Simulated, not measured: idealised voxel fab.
You're looking at the process module voxel capacitor over wiring.
Section cut is 225 nm wide and gridded with 5 nm square cells.
For the purposes of this document, a cross-section shall be understood as a grid of square cells, specified as bands listed in top-to-bottom order, each band consisting of one or more rows of cells. Heights first: top, then bottom, in nm. Then materials, left to right, each with a width in nm. "throughout" on a single material: fills the band edge to edge. "empty": empty space. The level at which height equals 0 is the one under which the wafer, as it arrives, is entirely one material. No lower edge exists for the bottom band, which continues downward and is notated as in "0 down". Width: "30->40" (first number = top row, second number = bottom row, same change from row to row of cells). The cross-section has no changed cell in any step marked "remained unchanged". For the entry "Completely enclosed voids", the listed items are empty spaces with no open way to the top whose size is 8 cells or more; each item follows the pattern width x height at distance, where distance is from the left edge and all three are in nm. It should be noted that, on the line of a given step, the content following the step's settings is a remark produced by the simulator itself with respect to that step. "overlay nm" denotes, for a step that has a mask, the displacement of the mask to the right of its planned place, with negative values corresponding to the left.
Steps in the process plan:
| 1 | RECEIVE with material Si |
| 2 | CONFORMAL_DEP with material SiO2, thk nm 10 |
| 3 | DIRECTIONAL_DEP with material TiN, thk nm 5 |
| 4 | DIRECTIONAL_DEP with material Ru, thk nm 20 |
| 5 | PATTERN with tone cover, mask id METAL_1, material resist, width nm 20, pitch nm 80, thk nm 15, overlay nm 0 |
| 6 | DIRECTIONAL_ETCH with etch materials Ru, depth nm 20 |
| 7 | DIRECTIONAL_ETCH with etch materials TiN, depth nm 5 |
| 8 | STRIP with etch materials resist |
| 9 | FILL_DEP with material lowk, thk nm 10 |
| 10 | CMP with height nm 35 |
| 11 | CONFORMAL_DEP with material SiCN, thk nm 5 |
| 12 | DIRECTIONAL_DEP with material lowk, thk nm 20 |
| 13 | DIRECTIONAL_DEP with material aC, thk nm 15 |
| 14 | PATTERN with tone open, mask id PLUG_1, material resist, width nm 15, thk nm 35, overlay nm 0 |
| 15 | DIRECTIONAL_ETCH with etch materials aC, depth nm 15 |
| 16 | STRIP with etch materials resist |
| 17 | DIRECTIONAL_ETCH with etch materials lowk, depth nm 20 |
| 18 | DIRECTIONAL_ETCH with etch materials SiCN, depth nm 5 |
| 19 | STRIP with etch materials aC |
| 20 | CONFORMAL_DEP with material TiN, thk nm 5 |
| 21 | FILL_DEP with material W, thk nm 10 |
| 22 | CMP with height nm 60 |
| 23 | DIRECTIONAL_DEP with material TiN, thk nm 5 |
| 24 | DIRECTIONAL_DEP with material Al2O3, thk nm 5 |
| 25 | DIRECTIONAL_DEP with material TiN, thk nm 5 |
| 26 | MASKED_ETCH with tone cover, mask id UPPER_PLATE, width nm 55, etch materials TiN, depth nm 5, overlay nm 0 |
| 27 | MASKED_ETCH with tone cover, mask id UPPER_PLATE, width nm 65, etch materials Al2O3, depth nm 5, overlay nm 0 |
| 28 | DIRECTIONAL_DEP with material aC, thk nm 15 |
| 29 | PATTERN with tone cover, mask id LOWER_PLATE, material resist, width nm 75, thk nm 30, overlay nm 0 |
| 30 | DIRECTIONAL_ETCH with etch materials aC, depth nm 15 |
| 31 | STRIP with etch materials resist |
| 32 | DIRECTIONAL_ETCH with etch materials TiN, depth nm 5 |
| 33 | STRIP with etch materials aC |
| 34 | FILL_DEP with material SiO2, thk nm 20 |
| 35 | CMP with height nm 90 |
| 36 | DIRECTIONAL_DEP with material aC, thk nm 10 |
| 37 | PATTERN with tone open, mask id PLUG_2, material resist, width nm 15, thk nm 30, overlay nm 0 |
| 38 | DIRECTIONAL_ETCH with etch materials aC, depth nm 10 |
| 39 | STRIP with etch materials resist |
| 40 | DIRECTIONAL_ETCH with etch materials SiO2, depth nm 15 |
| 41 | STRIP with etch materials aC |
| 42 | CONFORMAL_DEP with material TiN, thk nm 5 |
| 43 | FILL_DEP with material Cu, thk nm 5 |
| 44 | CMP with height nm 90 |
| 45 | CONFORMAL_DEP with material SiCN, thk nm 5 |
The wafers in this document start out alike and differ in the width nm applied at step 26; the plan shows the value used for the first wafer.
This is how the first of several wafers looked in cross-section when it arrived, which is after step 1:
> 0 down | Si throughout
> Completely enclosed voids: none
Wafer rows, end of module: cells per material gained (+) or lost (-) since receipt; closed voids last:
width nm 55; +13 Al2O3; +2 Cu; +32 Ru; +87 SiCN; +312 SiO2; +52 TiN; +4 W; +353 lowk; Completely enclosed voids: none
width nm 60; +13 Al2O3; +2 Cu; +32 Ru; +87 SiCN; +311 SiO2; +53 TiN; +4 W; +353 lowk; Completely enclosed voids: none
width nm 65; +13 Al2O3; +2 Cu; +32 Ru; +87 SiCN; +310 SiO2; +54 TiN; +4 W; +353 lowk; Completely enclosed voids: none
width nm 70; +14 Al2O3; +2 Cu; +32 Ru; +87 SiCN; +308 SiO2; +55 TiN; +4 W; +353 lowk; Completely enclosed voids: none
width nm 75; +15 Al2O3; +2 Cu; +32 Ru; +87 SiCN; +306 SiO2; +56 TiN; +4 W; +353 lowk; Completely enclosed voids: none
width nm 80; +16 Al2O3; +2 Cu; +32 Ru; +87 SiCN; +304 SiO2; +57 TiN; +4 W; +353 lowk; Completely enclosed voids: none
